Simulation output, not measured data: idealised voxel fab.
process module | voxel transistor to metal
cross-section cut | 185 nm wide | cells 5 nm
A cross-section is a grid of square cells, given in bands from the top down. A band is one or more rows of cells.
Each band's line starts with the height of the band's top and of its bottom, in nm. Then come its materials from left to right, each with its width in nm. One material with "throughout" fills the band from edge to edge. "air" is empty space.
Height 0 is the level under which the wafer as received is all one material. The lowest band goes on downwards, as in "0 down".
A width such as "30 to 40" changes by the same amount from each row of cells to the next, from the band's top row to its bottom row.
"no change" after a step means that no cell of the cross-section changed.
closed voids: empty space of 8 cells or more with no open way to the top, each as width x height at its distance from the left edge, in nm
after a step's settings: what the simulator itself notes on the step
overlay nm, on a step with a mask: how far to the right of its planned place the mask lay; to the left if negative
plan
1 op RECEIVE | material Si
2 op CONFORMAL_DEP | material SiO2 | thk nm 5
3 op CONFORMAL_DEP | material SiN | thk nm 10
4 op DIRECTIONAL_DEP | material aC | thk nm 10
5 op PATTERN | tone cover | mask id ACTIVE | material resist | width nm 100 | thk nm 25 | overlay nm 0
6 op DIRECTIONAL_ETCH | etch materials aC | depth nm 10
7 op STRIP | etch materials resist
8 op DIRECTIONAL_ETCH | etch materials SiN | depth nm 10
9 op DIRECTIONAL_ETCH | etch materials SiO2 | depth nm 5
10 op DIRECTIONAL_ETCH | etch materials Si | depth nm 25
11 op STRIP | etch materials aC
12 op OXIDIZE | depth nm 5
13 op FILL_DEP | material SiO2 | thk nm 5
14 op CMP | height nm 15
15 op SELECTIVE_ETCH | etch materials SiO2 | depth nm 5
16 op STRIP | etch materials SiN
17 op SELECTIVE_ETCH | etch materials SiO2 | depth nm 5
18 op OXIDIZE | depth nm 5
19 op DIRECTIONAL_DEP | material polySi | thk nm 30
20 op DIRECTIONAL_DEP | material SiCN | thk nm 15
21 op DIRECTIONAL_DEP | material aC | thk nm 15
22 op PATTERN | tone cover | mask id GATE | material resist | width nm 30 | thk nm 35 | overlay nm 0
23 op DIRECTIONAL_ETCH | etch materials aC | depth nm 15
24 op STRIP | etch materials resist
25 op DIRECTIONAL_ETCH | etch materials SiCN | depth nm 25
26 op DIRECTIONAL_ETCH | etch materials polySi | depth nm 40
27 op STRIP | etch materials aC
28 op CONFORMAL_DEP | material SiN | thk nm 5
29 op DIRECTIONAL_ETCH | etch materials SiN | depth nm 5
30 op DIRECTIONAL_ETCH | etch materials SiO2 | depth nm 5
31 op DIRECTIONAL_ETCH | etch materials Si | depth nm 10
32 op EPI | material SiGe | thk nm 10
33 op FILL_DEP | material SiO2 | thk nm 5
34 op CMP | height nm 30
35 op STRIP | etch materials polySi
36 op SELECTIVE_ETCH | etch materials SiO2 | depth nm 5
37 op CONFORMAL_DEP | material HfO2 | thk nm 5
38 op CONFORMAL_DEP | material TiN | thk nm 5
39 op FILL_DEP | material W | thk nm 5
40 op CMP | height nm 25
41 op DIRECTIONAL_DEP | material SiO2 | thk nm 15
42 op PATTERN | tone open | mask id CONTACT | material resist | width nm 15 | pitch nm 75 | thk nm 20 | overlay nm 0
43 op DIRECTIONAL_ETCH | etch materials SiO2 | depth nm 45
44 op STRIP | etch materials resist
45 op CONFORMAL_DEP | material TiN | thk nm 5
46 op FILL_DEP | material W | thk nm 10
47 op CMP | height nm 40
48 op CONFORMAL_DEP | material SiCN | thk nm 5
49 op DIRECTIONAL_DEP | material lowk | thk nm 15
50 op MASKED_ETCH | tone open | mask id METAL_1 | width nm 15 | pitch nm 75 | etch materials lowk | depth nm 15 | overlay nm 0
51 op MASKED_ETCH | tone open | mask id METAL_1 | width nm 15 | pitch nm 75 | etch materials SiCN | depth nm 5 | overlay nm 0
52 op CONFORMAL_DEP | material TiN | thk nm 5
53 op FILL_DEP | material Cu | thk nm 5
54 op CMP | height nm 60
55 op CONFORMAL_DEP | material SiCN | thk nm 5
56 op DIRECTIONAL_DEP | material lowk | thk nm 35
57 op DIRECTIONAL_DEP | material aC | thk nm 10
58 op PATTERN | tone open | mask id METAL_2 | material resist | width nm 15 | pitch nm 75 | thk nm 25 | overlay nm 0
59 op DIRECTIONAL_ETCH | etch materials aC | depth nm 10
60 op STRIP | etch materials resist
61 op DIRECTIONAL_ETCH | etch materials lowk | depth nm 20
62 op STRIP | etch materials aC
63 op DIRECTIONAL_DEP | material aC | thk nm 15
64 op PATTERN | tone open | mask id METAL_2_HOLES | material resist | width nm 15 | pitch nm 75 | thk nm 30 | overlay nm 0
65 op DIRECTIONAL_ETCH | etch materials aC | depth nm 15
66 op STRIP | etch materials resist
67 op DIRECTIONAL_ETCH | etch materials lowk | depth nm 15
68 op DIRECTIONAL_ETCH | etch materials SiCN | depth nm 5
69 op STRIP | etch materials aC
70 op CONFORMAL_DEP | material TiN | thk nm 5
71 op FILL_DEP | material Cu | thk nm 10
72 op CMP | height nm 100
73 op CONFORMAL_DEP | material SiCN | thk nm 5
first wafer, as planned
as received, after step 1
  0 down: Si throughout
  closed voids: none
after step 2
  5 to 0: SiO2 throughout
  below 0: unchanged
after step 3
  15 to 5: SiN throughout
  below 5: unchanged
after step 4
  25 to 15: aC throughout
  below 15: unchanged
after step 5
  50 to 25: air 40 | resist 100 | air 45
  below 25: unchanged
after step 6
  40 to 25: air 40 | resist 100 | air 45
  25 to 15: air 40 | aC 100 | air 45
  below 15: unchanged
after step 7
  25 to 15: air 40 | aC 100 | air 45
  below 15: unchanged
after step 8
  25 to 15: air 40 | aC 100 | air 45
  15 to 5: air 40 | SiN 100 | air 45
  below 5: unchanged
after step 9
  25 to 15: air 40 | aC 100 | air 45
  15 to 5: air 40 | SiN 100 | air 45
  5 to 0: air 40 | SiO2 100 | air 45
  below 0: unchanged
after step 10
  25 to 15: air 40 | aC 100 | air 45
  15 to 5: air 40 | SiN 100 | air 45
  5 to 0: air 40 | SiO2 100 | air 45
  0 to -25: air 40 | Si 100 | air 45
  below -25: unchanged
after step 11
  15 to 5: air 40 | SiN 100 | air 45
  below 5: unchanged
after step 12
  15 to 5: air 40 | SiN 100 | air 45
  5 to 0: air 40 | SiO2 100 | air 45
  0 to -25: air 40 | SiO2 5 | Si 90 | SiO2 5 | air 45
  -25 to -30: SiO2 45 | Si 90 | SiO2 50
  below -30: unchanged
after step 13
  20 to 15: SiO2 throughout
  15 to 5: SiO2 40 | SiN 100 | SiO2 45
  5 to 0: SiO2 throughout
  0 to -30: SiO2 45 | Si 90 | SiO2 50
  below -30: unchanged
after step 14
  15 to 5: SiO2 40 | SiN 100 | SiO2 45
  below 5: unchanged
after step 15
  15 to 10: air 40 | SiN 100 | air 45
  below 10: unchanged
after step 16
  10 to 5: SiO2 40 | air 100 | SiO2 45
  below 5: unchanged
after step 17
  5 to 0: SiO2 35 | air 110 | SiO2 40
  below 0: unchanged
after step 18
  5 to 0: SiO2 35 | air 110 | SiO2 40
  0 to -5: SiO2 throughout
  below -5: unchanged
after step 19
  35 to 30: polySi 35 | air 110 | polySi 40
  30 to 5: polySi throughout
  5 to 0: SiO2 35 | polySi 110 | SiO2 40
  below 0: unchanged
after step 20
  50 to 45: SiCN 35 | air 110 | SiCN 40
  45 to 35: SiCN throughout
  35 to 30: polySi 35 | SiCN 110 | polySi 40
  below 30: unchanged
after step 21
  65 to 60: aC 35 | air 110 | aC 40
  60 to 50: aC throughout
  50 to 45: SiCN 35 | aC 110 | SiCN 40
  below 45: unchanged
after step 22
  100 to 65: air 75 | resist 30 | air 80
  65 to 60: aC 35 | air 40 | resist 30 | air 40 | aC 40
  below 60: unchanged
after step 23
  85 to 60: air 75 | resist 30 | air 80
  60 to 50: air 75 | aC 30 | air 80
  50 to 45: SiCN 35 | air 40 | aC 30 | air 40 | SiCN 40
  below 45: unchanged
after step 24
  60 to 50: air 75 | aC 30 | air 80
  below 50: unchanged
after step 25
  60 to 45: air 75 | aC 30 | air 80
  45 to 35: air 75 | SiCN 30 | air 80
  35 to 30: polySi 35 | air 40 | SiCN 30 | air 40 | polySi 40
  below 30: unchanged
after step 26
  60 to 45: air 75 | aC 30 | air 80
  45 to 30: air 75 | SiCN 30 | air 80
  30 to 5: air 75 | polySi 30 | air 80
  5 to 0: SiO2 35 | air 40 | polySi 30 | air 40 | SiO2 40
  below 0: unchanged
after step 27
  45 to 30: air 75 | SiCN 30 | air 80
  below 30: unchanged
after step 28
  50 to 45: air 70 | SiN 40 | air 75
  45 to 30: air 70 | SiN 5 | SiCN 30 | SiN 5 | air 75
  30 to 10: air 70 | SiN 5 | polySi 30 | SiN 5 | air 75
  10 to 5: SiN 40 | air 30 | SiN 5 | polySi 30 | SiN 5 | air 30 | SiN 45
  5 to 0: SiO2 35 | SiN 40 | polySi 30 | SiN 40 | SiO2 40
  below 0: unchanged
after step 29
  45 to 30: air 70 | SiN 5 | SiCN 30 | SiN 5 | air 75
  30 to 5: air 70 | SiN 5 | polySi 30 | SiN 5 | air 75
  5 to 0: SiO2 35 | SiN 5 | air 30 | SiN 5 | polySi 30 | SiN 5 | air 30 | SiN 5 | SiO2 40
  below 0: unchanged
after step 30
  45 to 30: air 70 | SiN 5 | SiCN 30 | SiN 5 | air 75
  30 to 5: air 70 | SiN 5 | polySi 30 | SiN 5 | air 75
  5 to 0: air 35 | SiN 5 | air 30 | SiN 5 | polySi 30 | SiN 5 | air 30 | SiN 5 | air 40
  0 to -5: SiO2 40 | air 30 | SiO2 40 | air 30 | SiO2 45
  below -5: unchanged
after step 31
  45 to 30: air 70 | SiN 5 | SiCN 30 | SiN 5 | air 75
  30 to 5: air 70 | SiN 5 | polySi 30 | SiN 5 | air 75
  5 to 0: air 35 | SiN 5 | air 30 | SiN 5 | polySi 30 | SiN 5 | air 30 | SiN 5 | air 40
  0 to -5: SiO2 40 | air 30 | SiO2 40 | air 30 | SiO2 45
  -5 to -15: SiO2 45 | air 25 | Si 40 | air 25 | SiO2 50
  below -15: unchanged
after step 32
  45 to 30: air 70 | SiN 5 | SiCN 30 | SiN 5 | air 75
  30 to 5: air 70 | SiN 5 | polySi 30 | SiN 5 | air 75
  5 to 0: air 35 | SiN 5 | air 20 | SiGe 10 | SiN 5 | polySi 30 | SiN 5 | SiGe 10 | air 20 | SiN 5 | air 40
  0 to -5: SiO2 40 | air 20 | SiGe 10 | SiO2 40 | SiGe 10 | air 20 | SiO2 45
  -5 to -15: SiO2 45 | SiGe 25 | Si 40 | SiGe 25 | SiO2 50
  below -15: unchanged
after step 33
  50 to 45: SiO2 throughout
  45 to 30: SiO2 70 | SiN 5 | SiCN 30 | SiN 5 | SiO2 75
  30 to 5: SiO2 70 | SiN 5 | polySi 30 | SiN 5 | SiO2 75
  5 to 0: SiO2 35 | SiN 5 | SiO2 20 | SiGe 10 | SiN 5 | polySi 30 | SiN 5 | SiGe 10 | SiO2 20 | SiN 5 | SiO2 40
  0 to -5: SiO2 60 | SiGe 10 | SiO2 40 | SiGe 10 | SiO2 65
  below -5: unchanged
after step 34
  30 to 5: SiO2 70 | SiN 5 | polySi 30 | SiN 5 | SiO2 75
  below 5: unchanged
after step 35
  30 to 5: SiO2 70 | SiN 5 | air 30 | SiN 5 | SiO2 75
  5 to 0: SiO2 35 | SiN 5 | SiO2 20 | SiGe 10 | SiN 5 | air 30 | SiN 5 | SiGe 10 | SiO2 20 | SiN 5 | SiO2 40
  below 0: unchanged
after step 36
  30 to 25: air 70 | SiN 5 | air 30 | SiN 5 | air 75
  25 to 5: SiO2 70 | SiN 5 | air 30 | SiN 5 | SiO2 75
  5 to 0: SiO2 35 | SiN 5 | SiO2 20 | SiGe 10 | SiN 5 | air 30 | SiN 5 | SiGe 10 | SiO2 20 | SiN 5 | SiO2 40
  0 to -5: SiO2 60 | SiGe 10 | air 40 | SiGe 10 | SiO2 65
  below -5: unchanged
after step 37
  35 to 30: air 65 | HfO2 15 | air 20 | HfO2 15 | air 70
  30 to 25: HfO2 70 | SiN 5 | HfO2 5 | air 20 | HfO2 5 | SiN 5 | HfO2 75
  25 to 5: SiO2 70 | SiN 5 | HfO2 5 | air 20 | HfO2 5 | SiN 5 | SiO2 75
  5 to 0: SiO2 35 | SiN 5 | SiO2 20 | SiGe 10 | SiN 5 | HfO2 5 | air 20 | HfO2 5 | SiN 5 | SiGe 10 | SiO2 20 | SiN 5 | SiO2 40
  0 to -5: SiO2 60 | SiGe 10 | HfO2 40 | SiGe 10 | SiO2 65
  below -5: unchanged
after step 38
  40 to 35: air 60 | TiN 25 | air 10 | TiN 25 | air 65
  35 to 30: TiN 65 | HfO2 15 | TiN 5 | air 10 | TiN 5 | HfO2 15 | TiN 70
  30 to 25: HfO2 70 | SiN 5 | HfO2 5 | TiN 5 | air 10 | TiN 5 | HfO2 5 | SiN 5 | HfO2 75
  25 to 5: SiO2 70 | SiN 5 | HfO2 5 | TiN 5 | air 10 | TiN 5 | HfO2 5 | SiN 5 | SiO2 75
  5 to 0: SiO2 35 | SiN 5 | SiO2 20 | SiGe 10 | SiN 5 | HfO2 5 | TiN 20 | HfO2 5 | SiN 5 | SiGe 10 | SiO2 20 | SiN 5 | SiO2 40
  below 0: unchanged
after step 39
  45 to 40: W throughout
  40 to 35: W 60 | TiN 25 | W 10 | TiN 25 | W 65
  35 to 30: TiN 65 | HfO2 15 | TiN 5 | W 10 | TiN 5 | HfO2 15 | TiN 70
  30 to 25: HfO2 70 | SiN 5 | HfO2 5 | TiN 5 | W 10 | TiN 5 | HfO2 5 | SiN 5 | HfO2 75
  25 to 5: SiO2 70 | SiN 5 | HfO2 5 | TiN 5 | W 10 | TiN 5 | HfO2 5 | SiN 5 | SiO2 75
  below 5: unchanged
after step 40
  25 to 5: SiO2 70 | SiN 5 | HfO2 5 | TiN 5 | W 10 | TiN 5 | HfO2 5 | SiN 5 | SiO2 75
  below 5: unchanged
after step 41
  40 to 25: SiO2 throughout
  below 25: unchanged
after step 42
  60 to 40: resist 45 | air 15 | resist 60 | air 15 | resist 50
  below 40: unchanged
after step 43
  60 to 40: resist 45 | air 15 | resist 60 | air 15 | resist 50
  40 to 25: SiO2 45 | air 15 | SiO2 60 | air 15 | SiO2 50
  25 to 5: SiO2 45 | air 15 | SiO2 10 | SiN 5 | HfO2 5 | TiN 5 | W 10 | TiN 5 | HfO2 5 | SiN 5 | SiO2 10 | air 15 | SiO2 50
  5 to 0: SiO2 35 | SiN 5 | SiO2 5 | air 15 | SiGe 10 | SiN 5 | HfO2 5 | TiN 20 | HfO2 5 | SiN 5 | SiGe 10 | air 15 | SiO2 5 | SiN 5 | SiO2 40
  0 to -5: SiO2 45 | air 15 | SiGe 10 | HfO2 40 | SiGe 10 | air 15 | SiO2 50
  below -5: unchanged
after step 44
  40 to 25: SiO2 45 | air 15 | SiO2 60 | air 15 | SiO2 50
  below 25: unchanged
after step 45
  45 to 40: TiN 50 | air 5 | TiN 70 | air 5 | TiN 55
  40 to 25: SiO2 45 | TiN 5 | air 5 | TiN 5 | SiO2 60 | TiN 5 | air 5 | TiN 5 | SiO2 50
  25 to 5: SiO2 45 | TiN 5 | air 5 | TiN 5 | SiO2 10 | SiN 5 | HfO2 5 | TiN 5 | W 10 | TiN 5 | HfO2 5 | SiN 5 | SiO2 10 | TiN 5 | air 5 | TiN 5 | SiO2 50
  5 to 0: SiO2 35 | SiN 5 | SiO2 5 | TiN 5 | air 5 | TiN 5 | SiGe 10 | SiN 5 | HfO2 5 | TiN 20 | HfO2 5 | SiN 5 | SiGe 10 | TiN 5 | air 5 | TiN 5 | SiO2 5 | SiN 5 | SiO2 40
  0 to -5: SiO2 45 | TiN 15 | SiGe 10 | HfO2 40 | SiGe 10 | TiN 15 | SiO2 50
  below -5: unchanged
after step 46
  55 to 45: W throughout
  45 to 40: TiN 50 | W 5 | TiN 70 | W 5 | TiN 55
  40 to 25: SiO2 45 | TiN 5 | W 5 | TiN 5 | SiO2 60 | TiN 5 | W 5 | TiN 5 | SiO2 50
  25 to 5: SiO2 45 | TiN 5 | W 5 | TiN 5 | SiO2 10 | SiN 5 | HfO2 5 | TiN 5 | W 10 | TiN 5 | HfO2 5 | SiN 5 | SiO2 10 | TiN 5 | W 5 | TiN 5 | SiO2 50
  5 to 0: SiO2 35 | SiN 5 | SiO2 5 | TiN 5 | W 5 | TiN 5 | SiGe 10 | SiN 5 | HfO2 5 | TiN 20 | HfO2 5 | SiN 5 | SiGe 10 | TiN 5 | W 5 | TiN 5 | SiO2 5 | SiN 5 | SiO2 40
  below 0: unchanged
after step 47
  40 to 25: SiO2 45 | TiN 5 | W 5 | TiN 5 | SiO2 60 | TiN 5 | W 5 | TiN 5 | SiO2 50
  below 25: unchanged
after step 48
  45 to 40: SiCN throughout
  below 40: unchanged
after step 49
  60 to 45: lowk throughout
  below 45: unchanged
after step 50
  60 to 45: lowk 45 | air 15 | lowk 60 | air 15 | lowk 50
  below 45: unchanged
after step 51
  60 to 45: lowk 45 | air 15 | lowk 60 | air 15 | lowk 50
  45 to 40: SiCN 45 | air 15 | SiCN 60 | air 15 | SiCN 50
  below 40: unchanged
after step 52
  65 to 60: TiN 50 | air 5 | TiN 70 | air 5 | TiN 55
  60 to 45: lowk 45 | TiN 5 | air 5 | TiN 5 | lowk 60 | TiN 5 | air 5 | TiN 5 | lowk 50
  45 to 40: SiCN 45 | TiN 15 | SiCN 60 | TiN 15 | SiCN 50
  below 40: unchanged
after step 53
  70 to 65: Cu throughout
  65 to 60: TiN 50 | Cu 5 | TiN 70 | Cu 5 | TiN 55
  60 to 45: lowk 45 | TiN 5 | Cu 5 | TiN 5 | lowk 60 | TiN 5 | Cu 5 | TiN 5 | lowk 50
  below 45: unchanged
after step 54
  60 to 45: lowk 45 | TiN 5 | Cu 5 | TiN 5 | lowk 60 | TiN 5 | Cu 5 | TiN 5 | lowk 50
  below 45: unchanged
after step 55
  65 to 60: SiCN throughout
  below 60: unchanged
after step 56
  100 to 65: lowk throughout
  below 65: unchanged
after step 57
  110 to 100: aC throughout
  below 100: unchanged
after step 58
  135 to 110: resist 45 | air 15 | resist 60 | air 15 | resist 50
  below 110: unchanged
after step 59
  125 to 110: resist 45 | air 15 | resist 60 | air 15 | resist 50
  110 to 100: aC 45 | air 15 | aC 60 | air 15 | aC 50
  below 100: unchanged
after step 60
  110 to 100: aC 45 | air 15 | aC 60 | air 15 | aC 50
  below 100: unchanged
after step 61
  110 to 100: aC 45 | air 15 | aC 60 | air 15 | aC 50
  100 to 80: lowk 45 | air 15 | lowk 60 | air 15 | lowk 50
  below 80: unchanged
after step 62
  100 to 80: lowk 45 | air 15 | lowk 60 | air 15 | lowk 50
  below 80: unchanged
after step 63
  115 to 100: aC 45 | air 15 | aC 60 | air 15 | aC 50
  100 to 95: lowk 45 | air 15 | lowk 60 | air 15 | lowk 50
  95 to 80: lowk 45 | aC 15 | lowk 60 | aC 15 | lowk 50
  below 80: unchanged
after step 64
  145 to 115: resist 45 | air 15 | resist 60 | air 15 | resist 50
  below 115: unchanged
after step 65
  130 to 115: resist 45 | air 15 | resist 60 | air 15 | resist 50
  115 to 100: aC 45 | air 15 | aC 60 | air 15 | aC 50
  100 to 80: lowk 45 | air 15 | lowk 60 | air 15 | lowk 50
  below 80: unchanged
after step 66
  115 to 100: aC 45 | air 15 | aC 60 | air 15 | aC 50
  below 100: unchanged
after step 67
  115 to 100: aC 45 | air 15 | aC 60 | air 15 | aC 50
  100 to 65: lowk 45 | air 15 | lowk 60 | air 15 | lowk 50
  below 65: unchanged
after step 68
  115 to 100: aC 45 | air 15 | aC 60 | air 15 | aC 50
  100 to 65: lowk 45 | air 15 | lowk 60 | air 15 | lowk 50
  65 to 60: SiCN 45 | air 15 | SiCN 60 | air 15 | SiCN 50
  below 60: unchanged
after step 69
  100 to 65: lowk 45 | air 15 | lowk 60 | air 15 | lowk 50
  below 65: unchanged
after step 70
  105 to 100: TiN 50 | air 5 | TiN 70 | air 5 | TiN 55
  100 to 65: lowk 45 | TiN 5 | air 5 | TiN 5 | lowk 60 | TiN 5 | air 5 | TiN 5 | lowk 50
  65 to 60: SiCN 45 | TiN 15 | SiCN 60 | TiN 15 | SiCN 50
  below 60: unchanged
after step 71
  115 to 105: Cu throughout
  105 to 100: TiN 50 | Cu 5 | TiN 70 | Cu 5 | TiN 55
  100 to 65: lowk 45 | TiN 5 | Cu 5 | TiN 5 | lowk 60 | TiN 5 | Cu 5 | TiN 5 | lowk 50
  below 65: unchanged
after step 72
  100 to 65: lowk 45 | TiN 5 | Cu 5 | TiN 5 | lowk 60 | TiN 5 | Cu 5 | TiN 5 | lowk 50
  below 65: unchanged
after step 73
  105 to 100: SiCN throughout
  below 100: unchanged
second wafer: like start, like plan, one mistake. Through step 49 it matches the first wafer
when step 50 should have ended
  60 to 45: lowk 40 | air 25 | lowk 50 | air 25 | lowk 45
  below 45: unchanged
when step 51 should have ended
  60 to 45: lowk 40 | air 25 | lowk 50 | air 25 | lowk 45
  45 to 40: SiCN 45 | air 15 | SiCN 60 | air 15 | SiCN 50
  below 40: unchanged
when step 52 should have ended
  65 to 60: TiN 45 | air 15 | TiN 60 | air 15 | TiN 50
  60 to 50: lowk 40 | TiN 5 | air 15 | TiN 5 | lowk 50 | TiN 5 | air 15 | TiN 5 | lowk 45
  50 to 45: lowk 40 | TiN 10 | air 5 | TiN 10 | lowk 50 | TiN 10 | air 5 | TiN 10 | lowk 45
  45 to 40: SiCN 45 | TiN 15 | SiCN 60 | TiN 15 | SiCN 50
  below 40: unchanged
when step 53 should have ended
  70 to 65: Cu throughout
  65 to 60: TiN 45 | Cu 15 | TiN 60 | Cu 15 | TiN 50
  60 to 50: lowk 40 | TiN 5 | Cu 15 | TiN 5 | lowk 50 | TiN 5 | Cu 15 | TiN 5 | lowk 45
  50 to 45: lowk 40 | TiN 10 | Cu 5 | TiN 10 | lowk 50 | TiN 10 | Cu 5 | TiN 10 | lowk 45
  below 45: unchanged
when step 54 should have ended
  60 to 50: lowk 40 | TiN 5 | Cu 15 | TiN 5 | lowk 50 | TiN 5 | Cu 15 | TiN 5 | lowk 45
  below 50: unchanged
when step 55 should have ended
  65 to 60: SiCN throughout
  below 60: unchanged
when step 56 should have ended
  100 to 65: lowk throughout
  below 65: unchanged
when step 57 should have ended
  110 to 100: aC throughout
  below 100: unchanged
when step 58 should have ended
  135 to 110: resist 45 | air 15 | resist 60 | air 15 | resist 50
  below 110: unchanged
when step 59 should have ended
  125 to 110: resist 45 | air 15 | resist 60 | air 15 | resist 50
  110 to 100: aC 45 | air 15 | aC 60 | air 15 | aC 50
  below 100: unchanged
when step 60 should have ended
  110 to 100: aC 45 | air 15 | aC 60 | air 15 | aC 50
  below 100: unchanged
when step 61 should have ended
  110 to 100: aC 45 | air 15 | aC 60 | air 15 | aC 50
  100 to 80: lowk 45 | air 15 | lowk 60 | air 15 | lowk 50
  below 80: unchanged
when step 62 should have ended
  100 to 80: lowk 45 | air 15 | lowk 60 | air 15 | lowk 50
  below 80: unchanged
when step 63 should have ended
  115 to 100: aC 45 | air 15 | aC 60 | air 15 | aC 50
  100 to 95: lowk 45 | air 15 | lowk 60 | air 15 | lowk 50
  95 to 80: lowk 45 | aC 15 | lowk 60 | aC 15 | lowk 50
  below 80: unchanged
when step 64 should have ended
  145 to 115: resist 45 | air 15 | resist 60 | air 15 | resist 50
  below 115: unchanged
when step 65 should have ended
  130 to 115: resist 45 | air 15 | resist 60 | air 15 | resist 50
  115 to 100: aC 45 | air 15 | aC 60 | air 15 | aC 50
  100 to 80: lowk 45 | air 15 | lowk 60 | air 15 | lowk 50
  below 80: unchanged
when step 66 should have ended
  115 to 100: aC 45 | air 15 | aC 60 | air 15 | aC 50
  below 100: unchanged
when step 67 should have ended
  115 to 100: aC 45 | air 15 | aC 60 | air 15 | aC 50
  100 to 65: lowk 45 | air 15 | lowk 60 | air 15 | lowk 50
  below 65: unchanged
when step 68 should have ended
  115 to 100: aC 45 | air 15 | aC 60 | air 15 | aC 50
  100 to 65: lowk 45 | air 15 | lowk 60 | air 15 | lowk 50
  65 to 60: SiCN 45 | air 15 | SiCN 60 | air 15 | SiCN 50
  below 60: unchanged
when step 69 should have ended
  100 to 65: lowk 45 | air 15 | lowk 60 | air 15 | lowk 50
  below 65: unchanged
when step 70 should have ended
  105 to 100: TiN 50 | air 5 | TiN 70 | air 5 | TiN 55
  100 to 65: lowk 45 | TiN 5 | air 5 | TiN 5 | lowk 60 | TiN 5 | air 5 | TiN 5 | lowk 50
  65 to 60: SiCN 45 | TiN 15 | SiCN 60 | TiN 15 | SiCN 50
  below 60: unchanged
when step 71 should have ended
  115 to 105: Cu throughout
  105 to 100: TiN 50 | Cu 5 | TiN 70 | Cu 5 | TiN 55
  100 to 65: lowk 45 | TiN 5 | Cu 5 | TiN 5 | lowk 60 | TiN 5 | Cu 5 | TiN 5 | lowk 50
  below 65: unchanged
when step 72 should have ended
  100 to 65: lowk 45 | TiN 5 | Cu 5 | TiN 5 | lowk 60 | TiN 5 | Cu 5 | TiN 5 | lowk 50
  below 65: unchanged
when step 73 should have ended
  105 to 100: SiCN throughout
  below 100: unchanged
what went wrong: step 50 ran as: op MASKED_ETCH | tone open | mask id METAL_1 | width nm 25 | pitch nm 75 | etch materials lowk | depth nm 15 | overlay nm 0
at the end the second wafer has, in cells: 8 more of Cu | 4 more of TiN | 12 fewer of lowk
